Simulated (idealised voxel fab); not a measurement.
process module | voxel released beams
cross-section cut | 175 nm wide | cells 5 nm
A cross-section is a grid of square cells, given in bands from the top down. A band is one or more rows of cells.
Each band's line starts with the height of the band's top and of its bottom, in nm. Then come its materials from left to right, each with its width in nm. One material with "throughout" fills the band from edge to edge. "air" is empty space.
Height 0 is the level under which the wafer as received is all one material. The lowest band goes on downwards, as in "0 down".
A width such as "30 to 40" changes by the same amount from each row of cells to the next, from the band's top row to its bottom row.
"no change" after a step means that no cell of the cross-section changed.
closed voids: empty space of 8 cells or more with no open way to the top, each as width x height at its distance from the left edge, in nm
after a step's settings: what the simulator itself notes on the step
overlay nm, on a step with a mask: how far to the right of its planned place the mask lay; to the left if negative
plan
1 op RECEIVE | material Si
2 op CONFORMAL_DEP | material SiN | thk nm 5
3 op DIRECTIONAL_DEP | material SiO2 | thk nm 15
4 op PATTERN | tone open | mask id ANCHOR | material resist | width nm 25 | thk nm 15 | overlay nm 0
5 op DIRECTIONAL_ETCH | etch materials SiO2 | depth nm 15
6 op STRIP | etch materials resist
7 op CONFORMAL_DEP | material TiN | thk nm 10
8 op DIRECTIONAL_DEP | material aC | thk nm 15
9 op PATTERN | tone cover | mask id BEAM | material resist | width nm 95 | thk nm 30 | overlay nm 0
10 op DIRECTIONAL_ETCH | etch materials aC | depth nm 15
11 op STRIP | etch materials resist
12 op DIRECTIONAL_ETCH | etch materials TiN | depth nm 10
13 op STRIP | etch materials aC
14 op STRIP | etch materials SiO2
first wafer, as planned
as received, after step 1
  0 down: Si throughout
  closed voids: none
after step 2
  5 to 0: SiN throughout
  below 0: unchanged
after step 3
  20 to 5: SiO2 throughout
  below 5: unchanged
after step 4
  35 to 20: resist 40 | air 25 | resist 110
  below 20: unchanged
after step 5
  35 to 20: resist 40 | air 25 | resist 110
  20 to 5: SiO2 40 | air 25 | SiO2 110
  below 5: unchanged
after step 6
  20 to 5: SiO2 40 | air 25 | SiO2 110
  below 5: unchanged
after step 7
  30 to 20: TiN 50 | air 5 | TiN 120
  20 to 15: SiO2 40 | TiN 10 | air 5 | TiN 10 | SiO2 110
  15 to 5: SiO2 40 | TiN 25 | SiO2 110
  below 5: unchanged
after step 8
  45 to 30: aC 50 | air 5 | aC 120
  30 to 20: TiN 50 | aC 5 | TiN 120
  20 to 15: SiO2 40 | TiN 10 | aC 5 | TiN 10 | SiO2 110
  below 15: unchanged
after step 9
  75 to 45: air 35 | resist 95 | air 45
  45 to 30: aC 50 | resist 5 | aC 120
  below 30: unchanged
after step 10
  60 to 45: air 35 | resist 95 | air 45
  45 to 30: air 35 | aC 15 | resist 5 | aC 75 | air 45
  below 30: unchanged
after step 11
  45 to 30: air 35 | aC 15 | air 5 | aC 75 | air 45
  below 30: unchanged
after step 12
  45 to 30: air 35 | aC 15 | air 5 | aC 75 | air 45
  30 to 20: air 35 | TiN 15 | aC 5 | TiN 75 | air 45
  below 20: unchanged
after step 13
  30 to 20: air 35 | TiN 15 | air 5 | TiN 75 | air 45
  20 to 15: SiO2 40 | TiN 10 | air 5 | TiN 10 | SiO2 110
  below 15: unchanged
after step 14
  30 to 20: air 35 | TiN 15 | air 5 | TiN 75 | air 45
  20 to 15: air 40 | TiN 10 | air 5 | TiN 10 | air 110
  15 to 5: air 40 | TiN 25 | air 110
  below 5: unchanged
second wafer: like start, like plan, one mistake. Through step 8 it matches the first wafer
when step 9 should have ended
  75 to 45: air 35 | resist 100 | air 40
  45 to 30: aC 50 | resist 5 | aC 120
  below 30: unchanged
when step 10 should have ended
  60 to 45: air 35 | resist 100 | air 40
  45 to 30: air 35 | aC 15 | resist 5 | aC 80 | air 40
  below 30: unchanged
when step 11 should have ended
  45 to 30: air 35 | aC 15 | air 5 | aC 80 | air 40
  below 30: unchanged
when step 12 should have ended
  45 to 30: air 35 | aC 15 | air 5 | aC 80 | air 40
  30 to 20: air 35 | TiN 15 | aC 5 | TiN 80 | air 40
  below 20: unchanged
when step 13 should have ended
  30 to 20: air 35 | TiN 15 | air 5 | TiN 80 | air 40
  20 to 15: SiO2 40 | TiN 10 | air 5 | TiN 10 | SiO2 110
  below 15: unchanged
when step 14 should have ended
  30 to 20: air 35 | TiN 15 | air 5 | TiN 80 | air 40
  20 to 15: air 40 | TiN 10 | air 5 | TiN 10 | air 110
  15 to 5: air 40 | TiN 25 | air 110
  below 5: unchanged
what went wrong: step 9 ran as: op PATTERN | tone cover | mask id BEAM | material resist | width nm 100 | thk nm 30 | overlay nm 0
at the end the second wafer has, in cells: 2 more of TiN
